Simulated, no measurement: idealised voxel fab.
process module | voxel transistor to metal
cross-section cut | 185 nm wide | cells 5 nm
A cross-section is a grid of square cells, given in bands from the top down. A band is one or more rows of cells.
Each band's line starts with the height of the band's top and of its bottom, in nm. Then come its materials from left to right, each with its width in nm. One material with "throughout" fills the band from edge to edge. "air" is empty space.
Height 0 is the level under which the wafer as received is all one material. The lowest band goes on downwards, as in "0 down".
A width such as "30 to 40" changes by the same amount from each row of cells to the next, from the band's top row to its bottom row.
"no change" after a step means that no cell of the cross-section changed.
closed voids: empty space of 8 cells or more with no open way to the top, each as width x height at its distance from the left edge, in nm
after a step's settings: what the simulator itself notes on the step
overlay nm, on a step with a mask: how far to the right of its planned place the mask lay; to the left if negative
plan
1 op RECEIVE | material Si
2 op OXIDIZE | depth nm 5
3 op CONFORMAL_DEP | material SiN | thk nm 10
4 op MASKED_ETCH | tone cover | mask id ACTIVE | width nm 115 | etch materials SiN | depth nm 10 | overlay nm 0
5 op MASKED_ETCH | tone cover | mask id ACTIVE | width nm 115 | etch materials SiO2 | depth nm 5 | overlay nm 0
6 op MASKED_ETCH | tone cover | mask id ACTIVE | width nm 115 | etch materials Si | depth nm 20 | overlay nm 0
7 op OXIDIZE | depth nm 5
8 op FILL_DEP | material SiO2 | thk nm 10
9 op CMP | height nm 10
10 op SELECTIVE_ETCH | etch materials SiO2 | depth nm 10
11 op STRIP | etch materials SiN
12 op SELECTIVE_ETCH | etch materials SiO2 | depth nm 5
13 op OXIDIZE | depth nm 5
14 op DIRECTIONAL_DEP | material polySi | thk nm 25
15 op DIRECTIONAL_DEP | material SiCN | thk nm 15
16 op PATTERN | tone cover | mask id GATE | material resist | width nm 35 | thk nm 20 | overlay nm 0
17 op DIRECTIONAL_ETCH | etch materials SiCN | depth nm 25
18 op DIRECTIONAL_ETCH | etch materials polySi | depth nm 35
19 op STRIP | etch materials resist
20 op CONFORMAL_DEP | material SiN | thk nm 10
21 op DIRECTIONAL_ETCH | etch materials SiN | depth nm 10
22 op DIRECTIONAL_ETCH | etch materials SiO2 | depth nm 5
23 op DIRECTIONAL_ETCH | etch materials Si | depth nm 15
24 op EPI | material SiGe | thk nm 20
25 op FILL_DEP | material SiO2 | thk nm 5
26 op CMP | height nm 20
27 op STRIP | etch materials polySi
28 op SELECTIVE_ETCH | etch materials SiO2 | depth nm 5
29 op CONFORMAL_DEP | material HfO2 | thk nm 5
30 op CONFORMAL_DEP | material TiN | thk nm 5
31 op FILL_DEP | material W | thk nm 10
32 op CMP | height nm 15
33 op DIRECTIONAL_DEP | material SiO2 | thk nm 10
34 op PATTERN | tone open | mask id CONTACT | material resist | width nm 20 | pitch nm 85 | thk nm 20 | overlay nm 0
35 op DIRECTIONAL_ETCH | etch materials SiO2 | depth nm 30
36 op STRIP | etch materials resist
37 op CONFORMAL_DEP | material TiN | thk nm 5
38 op FILL_DEP | material W | thk nm 10
39 op CMP | height nm 25
40 op DIRECTIONAL_DEP | material TiN | thk nm 5
41 op DIRECTIONAL_DEP | material Ru | thk nm 15
42 op PATTERN | tone cover | mask id METAL_1 | material resist | width nm 20 | pitch nm 85 | thk nm 15 | overlay nm 0
43 op DIRECTIONAL_ETCH | etch materials Ru | depth nm 15
44 op DIRECTIONAL_ETCH | etch materials TiN | depth nm 5
45 op STRIP | etch materials resist
46 op CONFORMAL_DEP | material SiCN | thk nm 5
47 op FILL_DEP | material lowk | thk nm 5
48 op CMP | height nm 45
49 op CONFORMAL_DEP | material SiCN | thk nm 5
50 op DIRECTIONAL_DEP | material lowk | thk nm 35
51 op MASKED_ETCH | tone open | mask id METAL_2_HOLES | width nm 15 | pitch nm 85 | etch materials lowk | depth nm 35 | overlay nm 0
52 op PATTERN | tone open | mask id METAL_2 | material resist | width nm 20 | pitch nm 85 | thk nm 15 | overlay nm 0
53 op DIRECTIONAL_ETCH | etch materials lowk | depth nm 20
54 op DIRECTIONAL_ETCH | etch materials SiCN | depth nm 5
55 op STRIP | etch materials resist
56 op CONFORMAL_DEP | material TiN | thk nm 5
57 op FILL_DEP | material Cu | thk nm 5
58 op CMP | height nm 85
59 op CONFORMAL_DEP | material SiCN | thk nm 5
first wafer, as planned
as received, after step 1
  0 down: Si throughout
  closed voids: none
after step 2
  0 to -5: SiO2 throughout
  below -5: unchanged
after step 3
  10 to 0: SiN throughout
  below 0: unchanged
after step 4
  10 to 0: air 35 | SiN 115 | air 35
  below 0: unchanged
after step 5
  10 to 0: air 35 | SiN 115 | air 35
  0 to -5: air 35 | SiO2 115 | air 35
  below -5: unchanged
after step 6
  10 to 0: air 35 | SiN 115 | air 35
  0 to -5: air 35 | SiO2 115 | air 35
  -5 to -25: air 35 | Si 115 | air 35
  below -25: unchanged
after step 7
  10 to 0: air 35 | SiN 115 | air 35
  0 to -5: air 35 | SiO2 115 | air 35
  -5 to -25: air 35 | SiO2 5 | Si 105 | SiO2 5 | air 35
  -25 to -30: SiO2 40 | Si 105 | SiO2 40
  below -30: unchanged
after step 8
  20 to 10: SiO2 throughout
  10 to 0: SiO2 35 | SiN 115 | SiO2 35
  0 to -5: SiO2 throughout
  -5 to -30: SiO2 40 | Si 105 | SiO2 40
  below -30: unchanged
after step 9
  10 to 0: SiO2 35 | SiN 115 | SiO2 35
  below 0: unchanged
after step 10
  10 to 0: air 35 | SiN 115 | air 35
  below 0: unchanged
after step 11
  0 to -5: SiO2 throughout
  below -5: unchanged
after step 12
  -5 to -30: SiO2 40 | Si 105 | SiO2 40
  below -30: unchanged
after step 13
  -5 to -10: SiO2 throughout
  below -10: unchanged
after step 14
  20 to -5: polySi throughout
  below -5: unchanged
after step 15
  35 to 20: SiCN throughout
  below 20: unchanged
after step 16
  55 to 35: air 75 | resist 35 | air 75
  below 35: unchanged
after step 17
  55 to 35: air 75 | resist 35 | air 75
  35 to 20: air 75 | SiCN 35 | air 75
  below 20: unchanged
after step 18
  55 to 35: air 75 | resist 35 | air 75
  35 to 20: air 75 | SiCN 35 | air 75
  20 to -5: air 75 | polySi 35 | air 75
  below -5: unchanged
after step 19
  35 to 20: air 75 | SiCN 35 | air 75
  below 20: unchanged
after step 20
  45 to 35: air 65 | SiN 55 | air 65
  35 to 20: air 65 | SiN 10 | SiCN 35 | SiN 10 | air 65
  20 to 5: air 65 | SiN 10 | polySi 35 | SiN 10 | air 65
  5 to -5: SiN 75 | polySi 35 | SiN 75
  below -5: unchanged
after step 21
  35 to 20: air 65 | SiN 10 | SiCN 35 | SiN 10 | air 65
  20 to -5: air 65 | SiN 10 | polySi 35 | SiN 10 | air 65
  below -5: unchanged
after step 22
  35 to 20: air 65 | SiN 10 | SiCN 35 | SiN 10 | air 65
  20 to -5: air 65 | SiN 10 | polySi 35 | SiN 10 | air 65
  -5 to -10: air 65 | SiO2 55 | air 65
  below -10: unchanged
after step 23
  35 to 20: air 65 | SiN 10 | SiCN 35 | SiN 10 | air 65
  20 to -5: air 65 | SiN 10 | polySi 35 | SiN 10 | air 65
  -5 to -10: air 65 | SiO2 55 | air 65
  -10 to -25: SiO2 40 | air 25 | Si 55 | air 25 | SiO2 40
  below -25: unchanged
after step 24
  35 to 20: air 65 | SiN 10 | SiCN 35 | SiN 10 | air 65
  20 to 10: air 65 | SiN 10 | polySi 35 | SiN 10 | air 65
  10 to -5: air 45 | SiGe 20 | SiN 10 | polySi 35 | SiN 10 | SiGe 20 | air 45
  -5 to -10: air 35 | SiGe 30 | SiO2 55 | SiGe 30 | air 35
  -10 to -25: SiO2 40 | SiGe 25 | Si 55 | SiGe 25 | SiO2 40
  below -25: unchanged
after step 25
  40 to 35: SiO2 throughout
  35 to 20: SiO2 65 | SiN 10 | SiCN 35 | SiN 10 | SiO2 65
  20 to 10: SiO2 65 | SiN 10 | polySi 35 | SiN 10 | SiO2 65
  10 to -5: SiO2 45 | SiGe 20 | SiN 10 | polySi 35 | SiN 10 | SiGe 20 | SiO2 45
  -5 to -10: SiO2 35 | SiGe 30 | SiO2 55 | SiGe 30 | SiO2 35
  below -10: unchanged
after step 26
  20 to 10: SiO2 65 | SiN 10 | polySi 35 | SiN 10 | SiO2 65
  below 10: unchanged
after step 27
  20 to 10: SiO2 65 | SiN 10 | air 35 | SiN 10 | SiO2 65
  10 to -5: SiO2 45 | SiGe 20 | SiN 10 | air 35 | SiN 10 | SiGe 20 | SiO2 45
  below -5: unchanged
after step 28
  20 to 15: air 65 | SiN 10 | air 35 | SiN 10 | air 65
  15 to 10: SiO2 65 | SiN 10 | air 35 | SiN 10 | SiO2 65
  10 to -5: SiO2 45 | SiGe 20 | SiN 10 | air 35 | SiN 10 | SiGe 20 | SiO2 45
  -5 to -10: SiO2 35 | SiGe 30 | SiO2 5 | air 45 | SiO2 5 | SiGe 30 | SiO2 35
  below -10: unchanged
after step 29
  25 to 20: air 60 | HfO2 20 | air 25 | HfO2 20 | air 60
  20 to 15: HfO2 65 | SiN 10 | HfO2 5 | air 25 | HfO2 5 | SiN 10 | HfO2 65
  15 to 10: SiO2 65 | SiN 10 | HfO2 5 | air 25 | HfO2 5 | SiN 10 | SiO2 65
  10 to -5: SiO2 45 | SiGe 20 | SiN 10 | HfO2 5 | air 25 | HfO2 5 | SiN 10 | SiGe 20 | SiO2 45
  -5 to -10: SiO2 35 | SiGe 30 | SiO2 5 | HfO2 45 | SiO2 5 | SiGe 30 | SiO2 35
  below -10: unchanged
after step 30
  30 to 25: air 55 | TiN 30 | air 15 | TiN 30 | air 55
  25 to 20: TiN 60 | HfO2 20 | TiN 5 | air 15 | TiN 5 | HfO2 20 | TiN 60
  20 to 15: HfO2 65 | SiN 10 | HfO2 5 | TiN 5 | air 15 | TiN 5 | HfO2 5 | SiN 10 | HfO2 65
  15 to 10: SiO2 65 | SiN 10 | HfO2 5 | TiN 5 | air 15 | TiN 5 | HfO2 5 | SiN 10 | SiO2 65
  10 to 0: SiO2 45 | SiGe 20 | SiN 10 | HfO2 5 | TiN 5 | air 15 | TiN 5 | HfO2 5 | SiN 10 | SiGe 20 | SiO2 45
  0 to -5: SiO2 45 | SiGe 20 | SiN 10 | HfO2 5 | TiN 25 | HfO2 5 | SiN 10 | SiGe 20 | SiO2 45
  below -5: unchanged
after step 31
  40 to 30: W throughout
  30 to 25: W 55 | TiN 30 | W 15 | TiN 30 | W 55
  25 to 20: TiN 60 | HfO2 20 | TiN 5 | W 15 | TiN 5 | HfO2 20 | TiN 60
  20 to 15: HfO2 65 | SiN 10 | HfO2 5 | TiN 5 | W 15 | TiN 5 | HfO2 5 | SiN 10 | HfO2 65
  15 to 10: SiO2 65 | SiN 10 | HfO2 5 | TiN 5 | W 15 | TiN 5 | HfO2 5 | SiN 10 | SiO2 65
  10 to 0: SiO2 45 | SiGe 20 | SiN 10 | HfO2 5 | TiN 5 | W 15 | TiN 5 | HfO2 5 | SiN 10 | SiGe 20 | SiO2 45
  below 0: unchanged
after step 32
  15 to 10: SiO2 65 | SiN 10 | HfO2 5 | TiN 5 | W 15 | TiN 5 | HfO2 5 | SiN 10 | SiO2 65
  below 10: unchanged
after step 33
  25 to 15: SiO2 throughout
  below 15: unchanged
after step 34
  45 to 25: resist 40 | air 20 | resist 65 | air 20 | resist 40
  below 25: unchanged
after step 35
  45 to 25: resist 40 | air 20 | resist 65 | air 20 | resist 40
  25 to 15: SiO2 40 | air 20 | SiO2 65 | air 20 | SiO2 40
  15 to 10: SiO2 40 | air 20 | SiO2 5 | SiN 10 | HfO2 5 | TiN 5 | W 15 | TiN 5 | HfO2 5 | SiN 10 | SiO2 5 | air 20 | SiO2 40
  10 to 0: SiO2 40 | air 5 | SiGe 20 | SiN 10 | HfO2 5 | TiN 5 | W 15 | TiN 5 | HfO2 5 | SiN 10 | SiGe 20 | air 5 | SiO2 40
  0 to -5: SiO2 40 | air 5 | SiGe 20 | SiN 10 | HfO2 5 | TiN 25 | HfO2 5 | SiN 10 | SiGe 20 | air 5 | SiO2 40
  below -5: unchanged
after step 36
  25 to 15: SiO2 40 | air 20 | SiO2 65 | air 20 | SiO2 40
  below 15: unchanged
after step 37
  30 to 25: TiN 45 | air 10 | TiN 75 | air 10 | TiN 45
  25 to 15: SiO2 40 | TiN 5 | air 10 | TiN 5 | SiO2 65 | TiN 5 | air 10 | TiN 5 | SiO2 40
  15 to 10: SiO2 40 | TiN 20 | SiO2 5 | SiN 10 | HfO2 5 | TiN 5 | W 15 | TiN 5 | HfO2 5 | SiN 10 | SiO2 5 | TiN 20 | SiO2 40
  10 to 0: SiO2 40 | TiN 5 | SiGe 20 | SiN 10 | HfO2 5 | TiN 5 | W 15 | TiN 5 | HfO2 5 | SiN 10 | SiGe 20 | TiN 5 | SiO2 40
  0 to -5: SiO2 40 | TiN 5 | SiGe 20 | SiN 10 | HfO2 5 | TiN 25 | HfO2 5 | SiN 10 | SiGe 20 | TiN 5 | SiO2 40
  below -5: unchanged
after step 38
  40 to 30: W throughout
  30 to 25: TiN 45 | W 10 | TiN 75 | W 10 | TiN 45
  25 to 15: SiO2 40 | TiN 5 | W 10 | TiN 5 | SiO2 65 | TiN 5 | W 10 | TiN 5 | SiO2 40
  below 15: unchanged
after step 39
  25 to 15: SiO2 40 | TiN 5 | W 10 | TiN 5 | SiO2 65 | TiN 5 | W 10 | TiN 5 | SiO2 40
  below 15: unchanged
after step 40
  30 to 25: TiN throughout
  below 25: unchanged
after step 41
  45 to 30: Ru throughout
  below 30: unchanged
after step 42
  60 to 45: air 40 | resist 20 | air 65 | resist 20 | air 40
  below 45: unchanged
after step 43
  60 to 45: air 40 | resist 20 | air 65 | resist 20 | air 40
  45 to 30: air 40 | Ru 20 | air 65 | Ru 20 | air 40
  below 30: unchanged
after step 44
  60 to 45: air 40 | resist 20 | air 65 | resist 20 | air 40
  45 to 30: air 40 | Ru 20 | air 65 | Ru 20 | air 40
  30 to 25: air 40 | TiN 20 | air 65 | TiN 20 | air 40
  below 25: unchanged
after step 45
  45 to 30: air 40 | Ru 20 | air 65 | Ru 20 | air 40
  below 30: unchanged
after step 46
  50 to 45: air 35 | SiCN 30 | air 55 | SiCN 30 | air 35
  45 to 30: air 35 | SiCN 5 | Ru 20 | SiCN 5 | air 55 | SiCN 5 | Ru 20 | SiCN 5 | air 35
  30 to 25: SiCN 40 | TiN 20 | SiCN 65 | TiN 20 | SiCN 40
  below 25: unchanged
after step 47
  55 to 50: lowk throughout
  50 to 45: lowk 35 | SiCN 30 | lowk 55 | SiCN 30 | lowk 35
  45 to 30: lowk 35 | SiCN 5 | Ru 20 | SiCN 5 | lowk 55 | SiCN 5 | Ru 20 | SiCN 5 | lowk 35
  below 30: unchanged
after step 48
  45 to 30: lowk 35 | SiCN 5 | Ru 20 | SiCN 5 | lowk 55 | SiCN 5 | Ru 20 | SiCN 5 | lowk 35
  below 30: unchanged
after step 49
  50 to 45: SiCN throughout
  below 45: unchanged
after step 50
  85 to 50: lowk throughout
  below 50: unchanged
after step 51
  85 to 50: lowk 40 | air 15 | lowk 70 | air 15 | lowk 45
  below 50: unchanged
after step 52
  100 to 85: resist 40 | air 20 | resist 65 | air 20 | resist 40
  below 85: unchanged
after step 53
  100 to 85: resist 40 | air 20 | resist 65 | air 20 | resist 40
  85 to 65: lowk 40 | air 20 | lowk 65 | air 20 | lowk 40
  below 65: unchanged
after step 54
  100 to 85: resist 40 | air 20 | resist 65 | air 20 | resist 40
  85 to 65: lowk 40 | air 20 | lowk 65 | air 20 | lowk 40
  65 to 50: lowk 40 | air 15 | lowk 70 | air 15 | lowk 45
  50 to 45: SiCN 40 | air 15 | SiCN 70 | air 15 | SiCN 45
  below 45: unchanged
after step 55
  85 to 65: lowk 40 | air 20 | lowk 65 | air 20 | lowk 40
  below 65: unchanged
after step 56
  90 to 85: TiN 45 | air 10 | TiN 75 | air 10 | TiN 45
  85 to 70: lowk 40 | TiN 5 | air 10 | TiN 5 | lowk 65 | TiN 5 | air 10 | TiN 5 | lowk 40
  70 to 65: lowk 40 | TiN 5 | air 5 | TiN 10 | lowk 65 | TiN 5 | air 5 | TiN 10 | lowk 40
  65 to 50: lowk 40 | TiN 5 | air 5 | TiN 5 | lowk 70 | TiN 5 | air 5 | TiN 5 | lowk 45
  50 to 45: SiCN 40 | TiN 15 | SiCN 70 | TiN 15 | SiCN 45
  below 45: unchanged
after step 57
  95 to 90: Cu throughout
  90 to 85: TiN 45 | Cu 10 | TiN 75 | Cu 10 | TiN 45
  85 to 70: lowk 40 | TiN 5 | Cu 10 | TiN 5 | lowk 65 | TiN 5 | Cu 10 | TiN 5 | lowk 40
  70 to 65: lowk 40 | TiN 5 | Cu 5 | TiN 10 | lowk 65 | TiN 5 | Cu 5 | TiN 10 | lowk 40
  65 to 50: lowk 40 | TiN 5 | Cu 5 | TiN 5 | lowk 70 | TiN 5 | Cu 5 | TiN 5 | lowk 45
  below 50: unchanged
after step 58
  85 to 70: lowk 40 | TiN 5 | Cu 10 | TiN 5 | lowk 65 | TiN 5 | Cu 10 | TiN 5 | lowk 40
  below 70: unchanged
after step 59
  90 to 85: SiCN throughout
  below 85: unchanged
second wafer: like start, like plan, one mistake. Through step 38 it matches the first wafer
when step 39 should have ended: no change
when step 40 should have ended
  45 to 40: TiN throughout
  below 40: unchanged
when step 41 should have ended
  60 to 45: Ru throughout
  below 45: unchanged
when step 42 should have ended
  75 to 60: air 40 | resist 20 | air 65 | resist 20 | air 40
  below 60: unchanged
when step 43 should have ended
  75 to 60: air 40 | resist 20 | air 65 | resist 20 | air 40
  60 to 45: air 40 | Ru 20 | air 65 | Ru 20 | air 40
  below 45: unchanged
when step 44 should have ended
  75 to 60: air 40 | resist 20 | air 65 | resist 20 | air 40
  60 to 45: air 40 | Ru 20 | air 65 | Ru 20 | air 40
  45 to 40: air 40 | TiN 20 | air 65 | TiN 20 | air 40
  below 40: unchanged
when step 45 should have ended
  60 to 45: air 40 | Ru 20 | air 65 | Ru 20 | air 40
  below 45: unchanged
when step 46 should have ended
  65 to 60: air 35 | SiCN 30 | air 55 | SiCN 30 | air 35
  60 to 45: air 35 | SiCN 5 | Ru 20 | SiCN 5 | air 55 | SiCN 5 | Ru 20 | SiCN 5 | air 35
  45 to 40: SiCN 40 | TiN 20 | SiCN 65 | TiN 20 | SiCN 40
  below 40: unchanged
when step 47 should have ended
  70 to 65: lowk throughout
  65 to 60: lowk 35 | SiCN 30 | lowk 55 | SiCN 30 | lowk 35
  60 to 45: lowk 35 | SiCN 5 | Ru 20 | SiCN 5 | lowk 55 | SiCN 5 | Ru 20 | SiCN 5 | lowk 35
  below 45: unchanged
when step 48 should have ended
  45 to 40: SiCN 40 | TiN 20 | SiCN 65 | TiN 20 | SiCN 40
  below 40: unchanged
when step 49 should have ended
  50 to 45: SiCN throughout
  below 45: unchanged
when step 50 should have ended
  85 to 50: lowk throughout
  below 50: unchanged
when step 51 should have ended
  85 to 50: lowk 40 | air 15 | lowk 70 | air 15 | lowk 45
  below 50: unchanged
when step 52 should have ended
  100 to 85: resist 40 | air 20 | resist 65 | air 20 | resist 40
  below 85: unchanged
when step 53 should have ended
  100 to 85: resist 40 | air 20 | resist 65 | air 20 | resist 40
  85 to 65: lowk 40 | air 20 | lowk 65 | air 20 | lowk 40
  below 65: unchanged
when step 54 should have ended
  100 to 85: resist 40 | air 20 | resist 65 | air 20 | resist 40
  85 to 65: lowk 40 | air 20 | lowk 65 | air 20 | lowk 40
  65 to 50: lowk 40 | air 15 | lowk 70 | air 15 | lowk 45
  50 to 45: SiCN 40 | air 15 | SiCN 70 | air 15 | SiCN 45
  below 45: unchanged
when step 55 should have ended
  85 to 65: lowk 40 | air 20 | lowk 65 | air 20 | lowk 40
  below 65: unchanged
when step 56 should have ended
  90 to 85: TiN 45 | air 10 | TiN 75 | air 10 | TiN 45
  85 to 70: lowk 40 | TiN 5 | air 10 | TiN 5 | lowk 65 | TiN 5 | air 10 | TiN 5 | lowk 40
  70 to 65: lowk 40 | TiN 5 | air 5 | TiN 10 | lowk 65 | TiN 5 | air 5 | TiN 10 | lowk 40
  65 to 50: lowk 40 | TiN 5 | air 5 | TiN 5 | lowk 70 | TiN 5 | air 5 | TiN 5 | lowk 45
  50 to 40: SiCN 40 | TiN 15 to 20 | SiCN 70 to 65 | TiN 15 to 20 | SiCN 45 to 40
  below 40: unchanged
when step 57 should have ended
  95 to 90: Cu throughout
  90 to 85: TiN 45 | Cu 10 | TiN 75 | Cu 10 | TiN 45
  85 to 70: lowk 40 | TiN 5 | Cu 10 | TiN 5 | lowk 65 | TiN 5 | Cu 10 | TiN 5 | lowk 40
  70 to 65: lowk 40 | TiN 5 | Cu 5 | TiN 10 | lowk 65 | TiN 5 | Cu 5 | TiN 10 | lowk 40
  65 to 50: lowk 40 | TiN 5 | Cu 5 | TiN 5 | lowk 70 | TiN 5 | Cu 5 | TiN 5 | lowk 45
  below 50: unchanged
when step 58 should have ended
  85 to 70: lowk 40 | TiN 5 | Cu 10 | TiN 5 | lowk 65 | TiN 5 | Cu 10 | TiN 5 | lowk 40
  below 70: unchanged
when step 59 should have ended
  90 to 85: SiCN throughout
  below 85: unchanged
what went wrong: step 39 was left out
at the end the second wafer has, in cells: 24 fewer of Ru | 12 fewer of SiCN | 33 more of TiN | 78 more of W | 75 fewer of lowk
